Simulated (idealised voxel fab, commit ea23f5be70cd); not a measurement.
Herein follows the process module entitled voxel self aligned contacts.
Square cell edge 5 nm, section width 180 nm, ID cut.
The cross-sections in this document take the form of a grid made of square cells. They are written out as bands, in order from top to bottom. Each band consists of one or more rows of cells.
Top, bottom (nm), then materials left to right with widths (nm); lone material tagged "everywhere" fills the whole band edge to edge; "blank" = empty space.
Heights from 0 (as-received wafer is one material below). Bottom band endless downward, as "0 and below".
Per-row width for "30->40": begins at first number (top row of band), ends at second number (bottom row), increment between rows held constant.
No cell of the cross-section changed in a step that is given as "remains unaltered".
In "Cavities, sealed" the enclosed voids are listed, meaning empty spaces of 8 cells or larger without any opening to the top. The form is width x height at distance, distance from the left edge, units nm.
That trailing text on a step's line, after the settings, is the simulator's own remark on the step.
The line of a step may include "overlay nm". On a step with a mask, this value is how far to the right of its planned place the mask lay. A negative value means the mask lay to the left.
STEPS IN THE PROCESS PLAN
1 RECEIVE, material Si
2 CONFORMAL_DEP, material SiO2, thk nm 5
3 DIRECTIONAL_DEP, material polySi, thk nm 30
4 DIRECTIONAL_DEP, material SiN, thk nm 25
5 PATTERN, tone cover, mask id GATE, material resist, width nm 25, pitch nm 65, thk nm 15, overlay nm 0
6 DIRECTIONAL_ETCH, etch materials SiN, depth nm 25
7 DIRECTIONAL_ETCH, etch materials polySi, depth nm 30
8 STRIP, etch materials resist
9 CONFORMAL_DEP, material SiN, thk nm 10
10 DIRECTIONAL_ETCH, etch materials SiN, depth nm 10
11 FILL_DEP, material SiO2, thk nm 10
12 CMP, height nm 65
13 PATTERN, tone open, mask id CONTACT, material resist, width nm 50, thk nm 15, overlay nm 0
14 DIRECTIONAL_ETCH, etch materials SiO2, depth nm 65
15 STRIP, etch materials resist
16 CONFORMAL_DEP, material TiN, thk nm 5
17 FILL_DEP, material W, thk nm 10
18 CMP, height nm 65
19 CONFORMAL_DEP, material SiN, thk nm 5
FIRST OF TWO WAFERS - AS PLANNED
AS-RECEIVED WAFER CROSS-SECTION (AFTER STEP 1)
    0 and below | Si everywhere
    Cavities, sealed: none
WAFER XSEC, POST STEP 2
    5 down to 0 | SiO2 everywhere
    Below 0 it's all the same as before, nothing changed down there.
WAFER XSEC, POST STEP 3
    35 down to 5 | polySi everywhere
    Below 5 it's all the same as before, nothing changed down there.
WAFER XSEC, POST STEP 4
    60 down to 35 | SiN everywhere
    Below 35 it's all the same as before, nothing changed down there.
WAFER XSEC, POST STEP 5
    75 down to 60 | blank: 45, resist: 25, blank: 40, resist: 25, blank: 45
    Below 60 it's all the same as before, nothing changed down there.
WAFER XSEC, POST STEP 6
    75 down to 60 | blank: 45, resist: 25, blank: 40, resist: 25, blank: 45
    60 down to 35 | blank: 45, SiN: 25, blank: 40, SiN: 25, blank: 45
    Below 35 it's all the same as before, nothing changed down there.
WAFER XSEC, POST STEP 7
    75 down to 60 | blank: 45, resist: 25, blank: 40, resist: 25, blank: 45
    60 down to 35 | blank: 45, SiN: 25, blank: 40, SiN: 25, blank: 45
    35 down to 5 | blank: 45, polySi: 25, blank: 40, polySi: 25, blank: 45
    Below 5 it's all the same as before, nothing changed down there.
WAFER XSEC, POST STEP 8
    60 down to 35 | blank: 45, SiN: 25, blank: 40, SiN: 25, blank: 45
    Below 35 it's all the same as before, nothing changed down there.
WAFER XSEC, POST STEP 9
    70 down to 35 | blank: 35, SiN: 45, blank: 20, SiN: 45, blank: 35
    35 down to 15 | blank: 35, SiN: 10, polySi: 25, SiN: 10, blank: 20, SiN: 10, polySi: 25, SiN: 10, blank: 35
    15 down to 5 | SiN: 45, polySi: 25, SiN: 40, polySi: 25, SiN: 45
    Below 5 it's all the same as before, nothing changed down there.
WAFER XSEC, POST STEP 10
    60 down to 35 | blank: 35, SiN: 45, blank: 20, SiN: 45, blank: 35
    35 down to 5 | blank: 35, SiN: 10, polySi: 25, SiN: 10, blank: 20, SiN: 10, polySi: 25, SiN: 10, blank: 35
    Below 5 it's all the same as before, nothing changed down there.
WAFER XSEC, POST STEP 11
    70 down to 60 | SiO2 everywhere
    60 down to 35 | SiO2: 35, SiN: 45, SiO2: 20, SiN: 45, SiO2: 35
    35 down to 5 | SiO2: 35, SiN: 10, polySi: 25, SiN: 10, SiO2: 20, SiN: 10, polySi: 25, SiN: 10, SiO2: 35
    Below 5 it's all the same as before, nothing changed down there.
WAFER XSEC, POST STEP 12
    65 down to 60 | SiO2 everywhere
    Below 60 it's all the same as before, nothing changed down there.
WAFER XSEC, POST STEP 13
    80 down to 65 | resist: 65, blank: 50, resist: 65
    Below 65 it's all the same as before, nothing changed down there.
WAFER XSEC, POST STEP 14
    80 down to 65 | resist: 65, blank: 50, resist: 65
    65 down to 60 | SiO2: 65, blank: 50, SiO2: 65
    60 down to 35 | SiO2: 35, SiN: 45, blank: 20, SiN: 45, SiO2: 35
    35 down to 5 | SiO2: 35, SiN: 10, polySi: 25, SiN: 10, blank: 20, SiN: 10, polySi: 25, SiN: 10, SiO2: 35
    5 down to 0 | SiO2: 80, blank: 20, SiO2: 80
    Below 0 it's all the same as before, nothing changed down there.
WAFER XSEC, POST STEP 15
    65 down to 60 | SiO2: 65, blank: 50, SiO2: 65
    Below 60 it's all the same as before, nothing changed down there.
WAFER XSEC, POST STEP 16
    70 down to 65 | TiN: 70, blank: 40, TiN: 70
    65 down to 60 | SiO2: 65, TiN: 20, blank: 10, TiN: 20, SiO2: 65
    60 down to 35 | SiO2: 35, SiN: 45, TiN: 5, blank: 10, TiN: 5, SiN: 45, SiO2: 35
    35 down to 5 | SiO2: 35, SiN: 10, polySi: 25, SiN: 10, TiN: 5, blank: 10, TiN: 5, SiN: 10, polySi: 25, SiN: 10, SiO2: 35
    5 down to 0 | SiO2: 80, TiN: 20, SiO2: 80
    Below 0 it's all the same as before, nothing changed down there.
WAFER XSEC, POST STEP 17
    80 down to 70 | W everywhere
    70 down to 65 | TiN: 70, W: 40, TiN: 70
    65 down to 60 | SiO2: 65, TiN: 20, W: 10, TiN: 20, SiO2: 65
    60 down to 35 | SiO2: 35, SiN: 45, TiN: 5, W: 10, TiN: 5, SiN: 45, SiO2: 35
    35 down to 5 | SiO2: 35, SiN: 10, polySi: 25, SiN: 10, TiN: 5, W: 10, TiN: 5, SiN: 10, polySi: 25, SiN: 10, SiO2: 35
    Below 5 it's all the same as before, nothing changed down there.
WAFER XSEC, POST STEP 18
    65 down to 60 | SiO2: 65, TiN: 20, W: 10, TiN: 20, SiO2: 65
    Below 60 it's all the same as before, nothing changed down there.
WAFER XSEC, POST STEP 19
    70 down to 65 | SiN everywhere
    Below 65 it's all the same as before, nothing changed down there.
SECOND WAFER, SAME STARTING STATE AND PLAN AS THE FIRST, ONE MISTAKE IN THE RUN, IDENTICAL THROUGH STEP 4
HERE IS THE SECOND WAFER IN CROSS-SECTION AT THE POINT WHERE STEP 5 OF THE PLAN SHOULD HAVE BEEN DONE
    75 down to 60 | resist: 45, blank: 25, resist: 40, blank: 25, resist: 45
    Below 60 it's all the same as before, nothing changed down there.
HERE IS THE SECOND WAFER IN CROSS-SECTION AT THE POINT WHERE STEP 6 OF THE PLAN SHOULD HAVE BEEN DONE
    75 down to 60 | resist: 45, blank: 25, resist: 40, blank: 25, resist: 45
    60 down to 35 | SiN: 45, blank: 25, SiN: 40, blank: 25, SiN: 45
    Below 35 it's all the same as before, nothing changed down there.
HERE IS THE SECOND WAFER IN CROSS-SECTION AT THE POINT WHERE STEP 7 OF THE PLAN SHOULD HAVE BEEN DONE
    75 down to 60 | resist: 45, blank: 25, resist: 40, blank: 25, resist: 45
    60 down to 35 | SiN: 45, blank: 25, SiN: 40, blank: 25, SiN: 45
    35 down to 5 | polySi: 45, blank: 25, polySi: 40, blank: 25, polySi: 45
    Below 5 it's all the same as before, nothing changed down there.
HERE IS THE SECOND WAFER IN CROSS-SECTION AT THE POINT WHERE STEP 8 OF THE PLAN SHOULD HAVE BEEN DONE
    60 down to 35 | SiN: 45, blank: 25, SiN: 40, blank: 25, SiN: 45
    Below 35 it's all the same as before, nothing changed down there.
HERE IS THE SECOND WAFER IN CROSS-SECTION AT THE POINT WHERE STEP 9 OF THE PLAN SHOULD HAVE BEEN DONE
    70 down to 35 | SiN: 55, blank: 5, SiN: 60, blank: 5, SiN: 55
    35 down to 15 | polySi: 45, SiN: 10, blank: 5, SiN: 10, polySi: 40, SiN: 10, blank: 5, SiN: 10, polySi: 45
    15 down to 5 | polySi: 45, SiN: 25, polySi: 40, SiN: 25, polySi: 45
    Below 5 it's all the same as before, nothing changed down there.
HERE IS THE SECOND WAFER IN CROSS-SECTION AT THE POINT WHERE STEP 10 OF THE PLAN SHOULD HAVE BEEN DONE
    60 down to 35 | SiN: 55, blank: 5, SiN: 60, blank: 5, SiN: 55
    35 down to 5 | polySi: 45, SiN: 10, blank: 5, SiN: 10, polySi: 40, SiN: 10, blank: 5, SiN: 10, polySi: 45
    Below 5 it's all the same as before, nothing changed down there.
HERE IS THE SECOND WAFER IN CROSS-SECTION AT THE POINT WHERE STEP 11 OF THE PLAN SHOULD HAVE BEEN DONE
    70 down to 60 | SiO2 everywhere
    60 down to 35 | SiN: 55, SiO2: 5, SiN: 60, SiO2: 5, SiN: 55
    35 down to 5 | polySi: 45, SiN: 10, SiO2: 5, SiN: 10, polySi: 40, SiN: 10, SiO2: 5, SiN: 10, polySi: 45
    Below 5 it's all the same as before, nothing changed down there.
HERE IS THE SECOND WAFER IN CROSS-SECTION AT THE POINT WHERE STEP 12 OF THE PLAN SHOULD HAVE BEEN DONE
    65 down to 60 | SiO2 everywhere
    Below 60 it's all the same as before, nothing changed down there.
HERE IS THE SECOND WAFER IN CROSS-SECTION AT THE POINT WHERE STEP 13 OF THE PLAN SHOULD HAVE BEEN DONE
    80 down to 65 | resist: 65, blank: 50, resist: 65
    Below 65 it's all the same as before, nothing changed down there.
HERE IS THE SECOND WAFER IN CROSS-SECTION AT THE POINT WHERE STEP 14 OF THE PLAN SHOULD HAVE BEEN DONE
    80 down to 65 | resist: 65, blank: 50, resist: 65
    65 down to 60 | SiO2: 65, blank: 50, SiO2: 65
    Below 60 it's all the same as before, nothing changed down there.
HERE IS THE SECOND WAFER IN CROSS-SECTION AT THE POINT WHERE STEP 15 OF THE PLAN SHOULD HAVE BEEN DONE
    65 down to 60 | SiO2: 65, blank: 50, SiO2: 65
    Below 60 it's all the same as before, nothing changed down there.
HERE IS THE SECOND WAFER IN CROSS-SECTION AT THE POINT WHERE STEP 16 OF THE PLAN SHOULD HAVE BEEN DONE
    70 down to 65 | TiN: 70, blank: 40, TiN: 70
    65 down to 60 | SiO2: 65, TiN: 50, SiO2: 65
    Below 60 it's all the same as before, nothing changed down there.
HERE IS THE SECOND WAFER IN CROSS-SECTION AT THE POINT WHERE STEP 17 OF THE PLAN SHOULD HAVE BEEN DONE
    80 down to 70 | W everywhere
    70 down to 65 | TiN: 70, W: 40, TiN: 70
    Below 65 it's all the same as before, nothing changed down there.
HERE IS THE SECOND WAFER IN CROSS-SECTION AT THE POINT WHERE STEP 18 OF THE PLAN SHOULD HAVE BEEN DONE
    65 down to 60 | SiO2: 65, TiN: 50, SiO2: 65
    Below 60 it's all the same as before, nothing changed down there.
HERE IS THE SECOND WAFER IN CROSS-SECTION AT THE POINT WHERE STEP 19 OF THE PLAN SHOULD HAVE BEEN DONE
    70 down to 65 | SiN everywhere
    Below 65 it's all the same as before, nothing changed down there.
Finding, execution versus plan: contrary to plan, step 5 was performed as PATTERN, tone open, mask id GATE, material resist, width nm 25, pitch nm 65, thk nm 15, overlay nm 0
Materials where the second wafer ends with more or fewer cells than the first: SiN: 80 more | SiO2: 128 fewer | TiN: 24 fewer | W: 24 fewer | polySi: 96 more
